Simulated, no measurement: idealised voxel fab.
process module | voxel gate over fins
Square cells of 5 nm make up the cross-section cut, whose width is 170 nm.
We lay out every cross-section as a grid of square cells and spell it out in bands from the top down, where one band means one or more rows of cells.
Read a band's entry like this: the first values are the height of its top and the height of its bottom in nm, and what follows is the sequence of materials from left to right, each with its width in nm. Note that "empty" is empty space, and that a single material marked "full width" reaches across the band from edge to edge.
It should be noted that heights are counted from 0, beneath which the wafer as supplied is of one material throughout, and that the lowest band possesses no lower boundary but continues downward, as written in "from 0 down".
It should be noted that a width expressed as "30 to 40" varies in equal increments from row to row of cells within the band, taking the value of the first number at the top row and that of the second number at the bottom row.
Step marked "no change occurred"? Then no cell in the cross-section changed in it.
"Sealed internal voids": empty spaces of 8 cells or more with no open way to the top, each given as width x height at distance, distance from the left edge, all in nm.
It should be noted that, on the line of a given step, the content following the step's settings is a remark produced by the simulator itself with respect to that step.
You can add "overlay nm" to a step's line. For a step with a mask, it describes how far the mask lay to the right of its planned position, and a negative number describes a lay to the left.
[The planned process steps are enumerated hereunder]
1 RECEIVE [material Si]
2 CONFORMAL_DEP [material SiN] [thk nm 10]
3 DIRECTIONAL_DEP [material aC] [thk nm 15]
4 PATTERN [tone cover] [mask id FINS] [material resist] [width nm 15] [pitch nm 35] [thk nm 30] [overlay nm 0]
5 DIRECTIONAL_ETCH [etch materials aC] [depth nm 15]
6 STRIP [etch materials resist]
7 DIRECTIONAL_ETCH [etch materials SiN] [depth nm 10]
8 DIRECTIONAL_ETCH [etch materials Si] [depth nm 40]
9 STRIP [etch materials aC]
10 OXIDIZE [depth nm 5]
11 FILL_DEP [material SiO2] [thk nm 15]
12 CMP [height nm 10]
13 SELECTIVE_ETCH [etch materials SiO2] [depth nm 25]
14 STRIP [etch materials SiN]
15 CONFORMAL_DEP [material HfO2] [thk nm 5]
16 CONFORMAL_DEP [material TiN] [thk nm 5]
17 CONFORMAL_DEP [material TiAl] [thk nm 5]
18 CONFORMAL_DEP [material TiN] [thk nm 5]
19 FILL_DEP [material W] [thk nm 15]
20 CMP [height nm 30]
21 CONFORMAL_DEP [material SiCN] [thk nm 5]
[Step 1 complete: cross-section of the wafer as received]
from 0 down = Si full width
Sealed internal voids: none
[First of two wafers: cross-section at end of module, run per plan]
from 35 to 30 = SiCN full width
from 30 to 20 = W full width
from 20 to 15 = W=10, TiN=150, W=10
from 15 to 10 = W=10, TiN=5, TiAl=140, TiN=5, W=10
from 10 to 5 = W=10, TiN=5, TiAl=5, TiN=25, TiAl=10, TiN=25, TiAl=10, TiN=25, TiAl=10, TiN=25, TiAl=5, TiN=5, W=10
from 5 to 0 = TiN=15, TiAl=5, TiN=5, HfO2=15, TiN=5, TiAl=10, TiN=5, HfO2=15, TiN=5, TiAl=10, TiN=5, HfO2=15, TiN=5, TiAl=10, TiN=5, HfO2=15, TiN=5, TiAl=5, TiN=15
from 0 to -5 = TiAl=20, TiN=5, HfO2=5, Si=5, HfO2=5, TiN=5, TiAl=10, TiN=5, HfO2=5, Si=5, HfO2=5, TiN=5, TiAl=10, TiN=5, HfO2=5, Si=5, HfO2=5, TiN=5, TiAl=10, TiN=5, HfO2=5, Si=5, HfO2=5, TiN=5, TiAl=20
from -5 to -10 = TiN=25, HfO2=5, Si=5, HfO2=5, TiN=20, HfO2=5, Si=5, HfO2=5, TiN=20, HfO2=5, Si=5, HfO2=5, TiN=20, HfO2=5, Si=5, HfO2=5, TiN=25
from -10 to -15 = HfO2=30, Si=5, HfO2=30, Si=5, HfO2=30, Si=5, HfO2=30, Si=5, HfO2=30
from -15 to -45 = SiO2=30, Si=5, SiO2=30, Si=5, SiO2=30, Si=5, SiO2=30, Si=5, SiO2=30
from -45 down = Si full width
Sealed internal voids: none
[second wafer at the end: like start, like plan, one mistake]
from 35 to 30 = SiCN full width
from 30 to 20 = W full width
from 20 to 15 = W=10, TiN=150, W=10
from 15 to 10 = W=10, TiN=5, TiAl=140, TiN=5, W=10
from 10 to 5 = W=10, TiN=5, TiAl=5, TiN=25, TiAl=10, TiN=25, TiAl=10, TiN=25, TiAl=10, TiN=25, TiAl=5, TiN=5, W=10
from 5 to 0 = W=10, TiN=5, TiAl=5, TiN=5, HfO2=15, TiN=5, TiAl=10, TiN=5, HfO2=15, TiN=5, TiAl=10, TiN=5, HfO2=15, TiN=5, TiAl=10, TiN=5, HfO2=15, TiN=5, TiAl=5, TiN=5, W=10
from 0 to -20 = W=10, TiN=5, TiAl=5, TiN=5, HfO2=5, Si=5, HfO2=5, TiN=5, TiAl=10, TiN=5, HfO2=5, Si=5, HfO2=5, TiN=5, TiAl=10, TiN=5, HfO2=5, Si=5, HfO2=5, TiN=5, TiAl=10, TiN=5, HfO2=5, Si=5, HfO2=5, TiN=5, TiAl=5, TiN=5, W=10
from -20 to -25 = TiN=15, TiAl=5, TiN=5, HfO2=5, Si=5, HfO2=5, TiN=5, TiAl=10, TiN=5, HfO2=5, Si=5, HfO2=5, TiN=5, TiAl=10, TiN=5, HfO2=5, Si=5, HfO2=5, TiN=5, TiAl=10, TiN=5, HfO2=5, Si=5, HfO2=5, TiN=5, TiAl=5, TiN=15
from -25 to -30 = TiAl=20, TiN=5, HfO2=5, Si=5, HfO2=5, TiN=5, TiAl=10, TiN=5, HfO2=5, Si=5, HfO2=5, TiN=5, TiAl=10, TiN=5, HfO2=5, Si=5, HfO2=5, TiN=5, TiAl=10, TiN=5, HfO2=5, Si=5, HfO2=5, TiN=5, TiAl=20
from -30 to -35 = TiN=25, HfO2=5, Si=5, HfO2=5, TiN=20, HfO2=5, Si=5, HfO2=5, TiN=20, HfO2=5, Si=5, HfO2=5, TiN=20, HfO2=5, Si=5, HfO2=5, TiN=25
from -35 to -40 = HfO2=30, Si=5, HfO2=30, Si=5, HfO2=30, Si=5, HfO2=30, Si=5, HfO2=30
from -40 to -45 = SiO2=30, Si=5, SiO2=30, Si=5, SiO2=30, Si=5, SiO2=30, Si=5, SiO2=30
from -45 down = Si full width
Sealed internal voids: none
Where did the run depart from the plan? execution of plan step 13 occurred twice
FYI, end of process, the second wafer has more or fewer cells of some materials than the first: HfO2: 40 more | SiO2: 150 fewer | TiAl: 40 more | TiN: 50 more | W: 20 more
